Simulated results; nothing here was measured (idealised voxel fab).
The process module that follows is named voxel lift off.
The width of the displayed cross-section, cut, is 150 nm; its cells are square, with a size of 5 nm.
Cross-section layout: square cells on a grid; listed as bands, top to bottom; a band spans one or more cell rows.
What a band's entry tells you: where the top is and where the bottom is, as heights in nm, and after that what lies inside, material by material from left to right, each with its width in nm. Empty space is written as the word "air", and a single material marked with the word "full width" occupies the band from edge to edge.
Heads up on the height convention: 0 is the point under which the incoming wafer is all one material, and the lowest band has no bottom, it just keeps going down, like "top 0, no bottom".
Width: "30 to 40" (first number = top row, second number = bottom row, same change from row to row of cells).
You'll sometimes find "no modifications" written for a step, and that's the way of saying that nowhere in the cross-section did a cell change during that step.
Empty spaces without an open route to the top, at least 8 cells in extent, make up the entry "Sealed internal cavities"; each is given as width x height at distance, where the distance is measured from the left edge, and all are in nm.
Where a step's line continues beyond its settings, the continuation is a remark by the simulator itself on that step.
overlay nm: mask right of planned place by this much (step with mask). Neg. = left.
Listed below are the process steps as planned:
1 RECEIVE, material Si
2 CONFORMAL_DEP, material SiO2, thk nm 15
3 PATTERN, tone open, mask id LINES, material resist, width nm 15, pitch nm 45, thk nm 20, overlay nm 0
4 DIRECTIONAL_DEP, material Ru, thk nm 5
5 STRIP, etch materials resist
6 CONFORMAL_DEP, material SiN, thk nm 5
Heads up: all these wafers start the same, and what changes between them is the width nm in step 3. The value you see in the plan is just what the first wafer got.
First of several wafers, received after step 1, in cross-section:
    top 0, no bottom | Si full width
    Sealed internal cavities: none
Cross-section, first of several wafers, end of module, after last step 6:
    top 25, bottom 20 | air 40  SiN 25  air 20  SiN 25  air 40
    top 20, bottom 15 | SiN 45  Ru 15  SiN 30  Ru 15  SiN 45
    top 15, bottom 0 | SiO2 full width
    top 0, no bottom | Si full width
    Sealed internal cavities: none
End of module, last wafer sectioned:
    top 25, bottom 20 | air 35  SiN 40  air 5  SiN 40  air 30
    top 20, bottom 15 | SiN 40  Ru 30  SiN 15  Ru 30  SiN 35
    top 15, bottom 0 | SiO2 full width
    top 0, no bottom | Si full width
    Sealed internal cavities: none
wafer rows; end of module; cells per material since receipt: (+) gained, (-) lost; then closed voids:
width nm 15; +6 Ru; +34 SiN; +90 SiO2; Sealed internal cavities: none
width nm 20; +8 Ru; +34 SiN; +90 SiO2; Sealed internal cavities: none
width nm 25; +10 Ru; +34 SiN; +90 SiO2; Sealed internal cavities: none
width nm 30; +12 Ru; +34 SiN; +90 SiO2; Sealed internal cavities: none
